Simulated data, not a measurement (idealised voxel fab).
The following is a process module called voxel fin reveal.
The cross-section on display is named cut; it measures 160 nm wide, and its cells are 5 nm squares.
Cross-section layout: square cells on a grid; listed as bands, top to bottom; a band spans one or more cell rows.
Read a band's entry like this: the first values are the height of its top and the height of its bottom in nm, and what follows is the sequence of materials from left to right, each with its width in nm. Note that "air" is empty space, and that a single material marked "throughout" reaches across the band from edge to edge.
For the purposes of this specification, 0 denotes the height below which the wafer in its as-received condition is composed wholly of one material, and the lowermost band, lacking a lower limit, extends downward without end, as expressed in "0 down".
Top row gets the first number, bottom row gets the second, and each row in between changes by the same step: that is how a band width like "30->40" works.
What does "no modifications" mean for a step? It means no cell of the cross-section changed in that step.
Enclosed voids (no open way to top), threshold 8 cells or more, entry "Closed void table", notation width x height at distance, distance from left edge, nm.
Whatever follows a step's settings on its line is a remark the simulator itself makes about that step.
Each step line may optionally specify "overlay nm", which for a step with a mask gives the rightward distance between the mask's planned place and where it lay, a negative value indicating the leftward direction.

[Below is the list of planned process steps]
1. RECEIVE [material Si]
2. CONFORMAL_DEP [material SiN] [thk nm 5]
3. MASKED_ETCH [tone cover] [mask id FINS] [width nm 15] [pitch nm 35] [etch materials SiN] [depth nm 5] [overlay nm 0]
4. MASKED_ETCH [tone cover] [mask id FINS] [width nm 15] [pitch nm 35] [etch materials Si] [depth nm 30] [overlay nm 0]
5. FILL_DEP [material SiO2] [thk nm 5]
6. CMP [height nm 5]
7. SELECTIVE_ETCH [etch materials SiO2] [depth nm 20]
8. STRIP [etch materials SiN]

[Shown in cross-section is the wafer as received, that is, as it stands after step 1]
  0 down  Si throughout
  Closed void table: none

[What the wafer looks like in cross-section after this module, when it starts as shown above and follows the plan above but one mistake is made in running it]
  5 to 0  20 air | 15 SiN | 20 air | 15 SiN | 20 air | 15 SiN | 20 air | 15 SiN | 20 air
  0 to -30  20 air | 15 Si | 20 air | 15 Si | 20 air | 15 Si | 20 air | 15 Si | 20 air
  -30 down  Si throughout
  Closed void table: none
Run error: off-plan run, step 8, actual operation and settings STRIP [etch materials SiO2]
